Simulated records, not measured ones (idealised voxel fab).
Process module, titled voxel transistor to metal
Displayed cross-section: cut, width of 295 nm, square cells sized 5 nm.
Square cells in a grid make up a cross-section in this document, and the grid is given as bands, listed from the top down, each one or more rows of cells.
Top, bottom (nm), then materials left to right with widths (nm); lone material tagged "everywhere" fills the whole band edge to edge; "empty" = empty space.
Height is counted from the level 0, under which the received wafer is composed throughout of one material. The lowest of the bands is not closed at the bottom but continues downward, in the notation "from 0 down".
Quick explanation for "30 to 40": the width changes in equal steps down the rows of cells, from the first number in the band's top row to the second number in its bottom row.
Where a step carries "remains unaltered", the cross-section came out of it unchanged, cell for cell.
"Closed empty spaces" means: voids of 8 cells or more that are shut off from the top with no open way through. Written width x height at distance, distance from the left edge, in nm.
Heads up: the bit after the settings on a step's line is the simulator's remark on that step.
overlay nm: step with mask; distance mask lay right of planned place; negative value = left of planned place.
[These are the steps we planned for the process]
1) RECEIVE: material Si
2) CONFORMAL_DEP: material SiO2, thk nm 5
3) CONFORMAL_DEP: material SiN, thk nm 10
4) PATTERN: tone cover, mask id ACTIVE, material resist, width nm 115, pitch nm 145, thk nm 15, overlay nm 0
5) DIRECTIONAL_ETCH: etch materials SiN, depth nm 10
6) DIRECTIONAL_ETCH: etch materials SiO2, depth nm 5
7) DIRECTIONAL_ETCH: etch materials Si, depth nm 20
8) STRIP: etch materials resist
9) OXIDIZE: depth nm 5
10) FILL_DEP: material SiO2, thk nm 5
11) CMP: height nm 15
12) SELECTIVE_ETCH: etch materials SiO2, depth nm 10
13) STRIP: etch materials SiN
14) SELECTIVE_ETCH: etch materials SiO2, depth nm 5
15) OXIDIZE: depth nm 5
16) DIRECTIONAL_DEP: material polySi, thk nm 30
17) DIRECTIONAL_DEP: material SiCN, thk nm 10
18) DIRECTIONAL_DEP: material aC, thk nm 10
19) PATTERN: tone cover, mask id GATE, material resist, width nm 35, pitch nm 145, thk nm 25, overlay nm 0
20) DIRECTIONAL_ETCH: etch materials aC, depth nm 10
21) STRIP: etch materials resist
22) DIRECTIONAL_ETCH: etch materials SiCN, depth nm 20
23) DIRECTIONAL_ETCH: etch materials polySi, depth nm 40
24) STRIP: etch materials aC
25) CONFORMAL_DEP: material SiN, thk nm 10
26) DIRECTIONAL_ETCH: etch materials SiN, depth nm 10
27) DIRECTIONAL_ETCH: etch materials SiO2, depth nm 5
28) EPI: material pSi, thk nm 5
29) FILL_DEP: material SiO2, thk nm 10
30) CMP: height nm 30
31) STRIP: etch materials polySi
32) SELECTIVE_ETCH: etch materials SiO2, depth nm 5
33) CONFORMAL_DEP: material HfO2, thk nm 5
34) CONFORMAL_DEP: material TiN, thk nm 5
35) FILL_DEP: material W, thk nm 10
36) CMP: height nm 25
37) DIRECTIONAL_DEP: material SiO2, thk nm 10
38) MASKED_ETCH: tone open, mask id CONTACT, width nm 15, etch materials SiO2, depth nm 35, overlay nm 0
39) CONFORMAL_DEP: material TiN, thk nm 5
40) FILL_DEP: material Ru, thk nm 5
41) CMP: height nm 35
42) DIRECTIONAL_DEP: material TiN, thk nm 5
43) DIRECTIONAL_DEP: material Ru, thk nm 15
44) DIRECTIONAL_DEP: material aC, thk nm 15
45) PATTERN: tone cover, mask id METAL_1, material resist, width nm 15, thk nm 30, overlay nm 0
46) DIRECTIONAL_ETCH: etch materials aC, depth nm 15
47) STRIP: etch materials resist
48) DIRECTIONAL_ETCH: etch materials Ru, depth nm 15
49) DIRECTIONAL_ETCH: etch materials TiN, depth nm 5
50) STRIP: etch materials aC
51) CONFORMAL_DEP: material SiN, thk nm 5
52) FILL_DEP: material lowk, thk nm 5
53) CMP: height nm 55
54) CONFORMAL_DEP: material SiN, thk nm 5
[Cross-section of the incoming wafer, state after step 1]
* from 0 down = Si everywhere
* Closed empty spaces: none
[Starting wafer: above. Plan: above. Run: one mistake. Cross-section after the module: below]
* from 60 to 55 = SiN everywhere
* from 55 to 40 = 20 lowk; 5 SiN; 15 Ru; 5 SiN; 55 lowk; 5 SiN; 15 Ru; 5 SiN; 40 lowk; 5 SiN; 15 Ru; 5 SiN; 55 lowk; 5 SiN; 15 Ru; 5 SiN; 25 lowk
* from 40 to 35 = 25 SiN; 15 TiN; 65 SiN; 15 TiN; 50 SiN; 15 TiN; 65 SiN; 15 TiN; 30 SiN
* from 35 to 25 = 25 SiO2; 5 TiN; 5 Ru; 5 TiN; 65 SiO2; 5 TiN; 5 Ru; 5 TiN; 50 SiO2; 5 TiN; 5 Ru; 5 TiN; 65 SiO2; 5 TiN; 5 Ru; 5 TiN; 30 SiO2
* from 25 to 5 = 25 SiO2; 5 TiN; 5 Ru; 5 TiN; 5 SiO2; 10 SiN; 5 HfO2; 5 TiN; 15 W; 5 TiN; 5 HfO2; 10 SiN; 5 SiO2; 5 TiN; 5 Ru; 5 TiN; 50 SiO2; 5 TiN; 5 Ru; 5 TiN; 5 SiO2; 10 SiN; 5 HfO2; 5 TiN; 15 W; 5 TiN; 5 HfO2; 10 SiN; 5 SiO2; 5 TiN; 5 Ru; 5 TiN; 30 SiO2
* from 5 to 0 = 25 SiO2; 15 TiN; 5 SiO2; 10 SiN; 5 HfO2; 25 TiN; 5 HfO2; 10 SiN; 5 SiO2; 15 TiN; 50 SiO2; 15 TiN; 5 SiO2; 10 SiN; 5 HfO2; 25 TiN; 5 HfO2; 10 SiN; 5 SiO2; 15 TiN; 30 SiO2
* from 0 to -5 = 15 pSi; 35 SiO2; 45 HfO2; 35 SiO2; 30 pSi; 35 SiO2; 45 HfO2; 35 SiO2; 20 pSi
* from -5 to -25 = 10 Si; 125 SiO2; 20 Si; 125 SiO2; 15 Si
* from -25 down = Si everywhere
* Closed empty spaces: none
Finding, execution versus plan: the process deviated at step 4: the operation and settings actually run there were PATTERN: tone open, mask id ACTIVE, material resist, width nm 115, pitch nm 145, thk nm 15, overlay nm 0
